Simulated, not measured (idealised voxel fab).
process module | voxel capacitor over wiring
cross-section cut | 280 nm wide | cells 5 nm
A cross-section is a grid of square cells, given in bands from the top down. A band is one or more rows of cells.
Each band's line starts with the height of the band's top and of its bottom, in nm. Then come its materials from left to right, each with its width in nm. One material with "throughout" fills the band from edge to edge. "air" is empty space.
Height 0 is the level under which the wafer as received is all one material. The lowest band goes on downwards, as in "0 down".
A width such as "30 to 40" changes by the same amount from each row of cells to the next, from the band's top row to its bottom row.
"no change" after a step means that no cell of the cross-section changed.
closed voids: empty space of 8 cells or more with no open way to the top, each as width x height at its distance from the left edge, in nm
after a step's settings: what the simulator itself notes on the step
overlay nm, on a step with a mask: how far to the right of its planned place the mask lay; to the left if negative
Each pair below shows a cross-section before one step and the cross-section after it, down to the lowest band that changed. The line under each pair gives the step between them, with its settings. The pairs can come from different runs of this module on the same starting wafer, so a pair continues from the pair above only where its "before" says so.
before
  115 to 95: resist 110 | air 15 | resist 155
  95 to 80: SiO2 throughout
  80 to 75: SiO2 90 | TiN 70 | SiO2 120
  75 to 70: SiO2 90 | Al2O3 70 | SiO2 120
  70 to 60: SiO2 85 | TiN 80 | SiO2 115
  60 to 40: SiO2 90 | Ru 15 | SiO2 175
  40 to 35: SiCN 90 | Ru 15 | SiCN 175
  35 to 20: lowk 80 | TiN 5 | Cu 15 | TiN 5 | lowk 65 | TiN 5 | Cu 15 | TiN 5 | lowk 85
  20 to 15: SiCN 80 | TiN 25 | SiCN 65 | TiN 25 | SiCN 85
  15 to 0: SiO2 throughout
  0 down: Si throughout
  closed voids: none
after
  115 to 95: resist 110 | air 15 | resist 155
  95 to 80: SiO2 110 | air 15 | SiO2 155
  below 80: unchanged
  closed voids: none
the step between: op DIRECTIONAL_ETCH | etch materials SiO2 | depth nm 15
before: the cross-section after the pair above
after
  95 to 80: SiO2 110 | air 15 | SiO2 155
  below 80: unchanged
  closed voids: none
the step between: op STRIP | etch materials resist
before: the cross-section after the pair above
after
  100 to 95: TiN 115 | air 5 | TiN 160
  95 to 85: SiO2 110 | TiN 5 | air 5 | TiN 5 | SiO2 155
  85 to 75: SiO2 110 to 90 | TiN 15 to 70 | SiO2 155 to 120
  below 75: unchanged
  closed voids: none
the step between: op CONFORMAL_DEP | material TiN | thk nm 5
before: the cross-section after the pair above
after
  110 to 100: W throughout
  100 to 95: TiN 115 | W 5 | TiN 160
  95 to 85: SiO2 110 | TiN 5 | W 5 | TiN 5 | SiO2 155
  below 85: unchanged
  closed voids: none
the step between: op FILL_DEP | material W | thk nm 10
before: the cross-section after the pair above
after
  95 to 85: SiO2 110 | TiN 5 | W 5 | TiN 5 | SiO2 155
  below 85: unchanged
  closed voids: none
the step between: op CMP | height nm 95
before: the cross-section after the pair above
after
  100 to 95: SiCN throughout
  below 95: unchanged
  closed voids: none
the step between: op CONFORMAL_DEP | material SiCN | thk nm 5
before
  0 down: Si throughout
  closed voids: none
after
  15 to 0: Ru throughout
  below 0: unchanged
  closed voids: none
the step between: op CONFORMAL_DEP | material Ru | thk nm 15
before: the cross-section after the pair above
after
  20 to 15: SiCN throughout
  below 15: unchanged
  closed voids: none
the step between: op CONFORMAL_DEP | material SiCN | thk nm 5
before: the cross-section after the pair above
after
  35 to 20: lowk throughout
  below 20: unchanged
  closed voids: none
the step between: op DIRECTIONAL_DEP | material lowk | thk nm 15
before: the cross-section after the pair above
after
  35 to 20: lowk 80 | air 25 | lowk 65 | air 25 | lowk 85
  below 20: unchanged
  closed voids: none
the step between: op MASKED_ETCH | tone open | mask id METAL_1 | width nm 25 | pitch nm 90 | etch materials lowk | depth nm 15 | overlay nm 0
before: the cross-section after the pair above
after
  35 to 20: lowk 80 | air 25 | lowk 65 | air 25 | lowk 85
  20 to 15: SiCN 80 | air 25 | SiCN 65 | air 25 | SiCN 85
  below 15: unchanged
  closed voids: none
the step between: op MASKED_ETCH | tone open | mask id METAL_1 | width nm 25 | pitch nm 90 | etch materials SiCN | depth nm 5 | overlay nm 0
before: the cross-section after the pair above
after
  40 to 35: TiN 85 | air 15 | TiN 75 | air 15 | TiN 90
  35 to 20: lowk 80 | TiN 5 | air 15 | TiN 5 | lowk 65 | TiN 5 | air 15 | TiN 5 | lowk 85
  20 to 15: SiCN 80 | TiN 25 | SiCN 65 | TiN 25 | SiCN 85
  below 15: unchanged
  closed voids: none
the step between: op CONFORMAL_DEP | material TiN | thk nm 5
before: the cross-section after the pair above
after
  45 to 40: Cu throughout
  40 to 35: TiN 85 | Cu 15 | TiN 75 | Cu 15 | TiN 90
  35 to 20: lowk 80 | TiN 5 | Cu 15 | TiN 5 | lowk 65 | TiN 5 | Cu 15 | TiN 5 | lowk 85
  below 20: unchanged
  closed voids: none
the step between: op FILL_DEP | material Cu | thk nm 5
before: the cross-section after the pair above
after
  35 to 20: lowk 80 | TiN 5 | Cu 15 | TiN 5 | lowk 65 | TiN 5 | Cu 15 | TiN 5 | lowk 85
  below 20: unchanged
  closed voids: none
the step between: op CMP | height nm 35
before: the cross-section after the pair above
after
  40 to 35: SiCN throughout
  below 35: unchanged
  closed voids: none
the step between: op CONFORMAL_DEP | material SiCN | thk nm 5
before: the cross-section after the pair above
after
  60 to 40: SiO2 throughout
  below 40: unchanged
  closed voids: none
the step between: op DIRECTIONAL_DEP | material SiO2 | thk nm 20
before: the cross-section after the pair above
after
  60 to 40: SiO2 90 | air 15 | SiO2 175
  below 40: unchanged
  closed voids: none
the step between: op MASKED_ETCH | tone open | mask id PLUG_1 | width nm 15 | etch materials SiO2 | depth nm 20 | overlay nm 0
before: the cross-section after the pair above
after
  60 to 40: SiO2 90 | air 15 | SiO2 175
  40 to 35: SiCN 90 | air 15 | SiCN 175
  below 35: unchanged
  closed voids: none
the step between: op MASKED_ETCH | tone open | mask id PLUG_1 | width nm 15 | etch materials SiCN | depth nm 5 | overlay nm 0
before: the cross-section after the pair above
after
  60 to 45: SiO2 90 | air 15 | SiO2 175
  45 to 40: SiO2 90 | Ru 15 | SiO2 175
  40 to 35: SiCN 90 | Ru 15 | SiCN 175
  below 35: unchanged
  closed voids: none
the step between: op EPI | material Ru | thk nm 10
before: the cross-section after the pair above
after
  60 to 55: SiO2 90 | air 15 | SiO2 175
  55 to 40: SiO2 90 | Ru 15 | SiO2 175
  below 40: unchanged
  closed voids: none
the step between: op EPI | material Ru | thk nm 10
before: the cross-section after the pair above
after
  60 to 40: SiO2 90 | Ru 15 | SiO2 175
  below 40: unchanged
  closed voids: none
the step between: op EPI | material Ru | thk nm 5
before: the cross-section after the pair above
after
  70 to 60: TiN throughout
  below 60: unchanged
  closed voids: none
the step between: op DIRECTIONAL_DEP | material TiN | thk nm 10
before: the cross-section after the pair above
after
  75 to 70: Al2O3 throughout
  below 70: unchanged
  closed voids: none
the step between: op DIRECTIONAL_DEP | material Al2O3 | thk nm 5
before: the cross-section after the pair above
after
  80 to 75: TiN throughout
  below 75: unchanged
  closed voids: none
the step between: op DIRECTIONAL_DEP | material TiN | thk nm 5
before: the cross-section after the pair above
after
  95 to 80: air 90 | resist 70 | air 120
  below 80: unchanged
  closed voids: none
the step between: op PATTERN | tone cover | mask id UPPER_PLATE | material resist | width nm 70 | thk nm 15 | overlay nm 0
before: the cross-section after the pair above
after
  95 to 80: air 90 | resist 70 | air 120
  80 to 75: air 90 | TiN 70 | air 120
  below 75: unchanged
  closed voids: none
the step between: op DIRECTIONAL_ETCH | etch materials TiN | depth nm 5
before: the cross-section after the pair above
after
  95 to 80: air 90 | resist 70 | air 120
  80 to 75: air 90 | TiN 70 | air 120
  75 to 70: air 90 | Al2O3 70 | air 120
  below 70: unchanged
  closed voids: none
the step between: op DIRECTIONAL_ETCH | etch materials Al2O3 | depth nm 5
before: the cross-section after the pair above
after
  80 to 75: air 90 | TiN 70 | air 120
  below 75: unchanged
  closed voids: none
the step between: op STRIP | etch materials resist
before: the cross-section after the pair above
after
  80 to 75: air 90 | TiN 70 | air 120
  75 to 70: air 90 | Al2O3 70 | air 120
  70 to 60: air 85 | TiN 80 | air 115
  below 60: unchanged
  closed voids: none
the step between: op MASKED_ETCH | tone cover | mask id LOWER_PLATE | width nm 80 | etch materials TiN | depth nm 10 | overlay nm 0
before: the cross-section after the pair above
after
  100 to 80: SiO2 throughout
  80 to 75: SiO2 90 | TiN 70 | SiO2 120
  75 to 70: SiO2 90 | Al2O3 70 | SiO2 120
  70 to 60: SiO2 85 | TiN 80 | SiO2 115
  below 60: unchanged
  closed voids: none
the step between: op FILL_DEP | material SiO2 | thk nm 20
before: the cross-section after the pair above
after
  95 to 80: SiO2 throughout
  below 80: unchanged
  closed voids: none
the step between: op CMP | height nm 95
before: the cross-section after the pair above
after
  115 to 95: resist 100 | air 15 | resist 165
  below 95: unchanged
  closed voids: none
the step between: op PATTERN | tone open | mask id PLUG_2 | material resist | width nm 15 | thk nm 20 | overlay nm 0
before: the cross-section after the pair above
after
  115 to 95: resist 100 | air 15 | resist 165
  95 to 80: SiO2 100 | air 15 | SiO2 165
  below 80: unchanged
  closed voids: none
the step between: op DIRECTIONAL_ETCH | etch materials SiO2 | depth nm 15
before: the cross-section after the pair above
after
  95 to 80: SiO2 100 | air 15 | SiO2 165
  below 80: unchanged
  closed voids: none
the step between: op STRIP | etch materials resist
before: the cross-section after the pair above
after
  100 to 95: TiN 105 | air 5 | TiN 170
  95 to 85: SiO2 100 | TiN 5 | air 5 | TiN 5 | SiO2 165
  85 to 75: SiO2 100 to 90 | TiN 15 to 70 | SiO2 165 to 120
  below 75: unchanged
  closed voids: none
the step between: op CONFORMAL_DEP | material TiN | thk nm 5
before: the cross-section after the pair above
after
  110 to 100: W throughout
  100 to 95: TiN 105 | W 5 | TiN 170
  95 to 85: SiO2 100 | TiN 5 | W 5 | TiN 5 | SiO2 165
  below 85: unchanged
  closed voids: none
the step between: op FILL_DEP | material W | thk nm 10
before: the cross-section after the pair above
after
  95 to 85: SiO2 100 | TiN 5 | W 5 | TiN 5 | SiO2 165
  below 85: unchanged
  closed voids: none
the step between: op CMP | height nm 95
before: the cross-section after the pair above
after
  100 to 95: SiCN throughout
  below 95: unchanged
  closed voids: none
the step between: op CONFORMAL_DEP | material SiCN | thk nm 5
before
  95 to 80: SiO2 throughout
  80 to 75: SiO2 90 | TiN 70 | SiO2 120
  75 to 70: SiO2 90 | Al2O3 70 | SiO2 120
  70 to 60: SiO2 85 | TiN 80 | SiO2 115
  60 to 40: SiO2 90 | Ru 15 | SiO2 175
  40 to 35: SiCN 90 | Ru 15 | SiCN 175
  35 to 20: lowk 80 | TiN 5 | Cu 15 | TiN 5 | lowk 65 | TiN 5 | Cu 15 | TiN 5 | lowk 85
  20 to 15: SiCN 80 | TiN 25 | SiCN 65 | TiN 25 | SiCN 85
  15 to 0: SiO2 throughout
  0 down: Si throughout
  closed voids: none
after
  115 to 95: air 100 | resist 15 | air 165
  below 95: unchanged
  closed voids: none
the step between: op PATTERN | tone cover | mask id PLUG_2 | material resist | width nm 15 | thk nm 20 | overlay nm 0
before: the cross-section after the pair above
after
  115 to 95: air 100 | resist 15 | air 165
  95 to 80: air 100 | SiO2 15 | air 165
  below 80: unchanged
  closed voids: none
the step between: op DIRECTIONAL_ETCH | etch materials SiO2 | depth nm 15
before: the cross-section after the pair above
after
  95 to 80: air 100 | SiO2 15 | air 165
  below 80: unchanged
  closed voids: none
the step between: op STRIP | etch materials resist
before: the cross-section after the pair above
after
  100 to 95: air 95 | TiN 25 | air 160
  95 to 85: air 95 | TiN 5 | SiO2 15 | TiN 5 | air 160
  85 to 80: TiN 100 | SiO2 15 | TiN 165
  below 80: unchanged
  closed voids: none
the step between: op CONFORMAL_DEP | material TiN | thk nm 5
before: the cross-section after the pair above
after
  110 to 100: W throughout
  100 to 95: W 95 | TiN 25 | W 160
  95 to 85: W 95 | TiN 5 | SiO2 15 | TiN 5 | W 160
  below 85: unchanged
  closed voids: none
the step between: op FILL_DEP | material W | thk nm 10
before: the cross-section after the pair above
after
  95 to 85: W 95 | TiN 5 | SiO2 15 | TiN 5 | W 160
  below 85: unchanged
  closed voids: none
the step between: op CMP | height nm 95
before: the cross-section after the pair above
after
  100 to 95: SiCN throughout
  below 95: unchanged
  closed voids: none
the step between: op CONFORMAL_DEP | material SiCN | thk nm 5
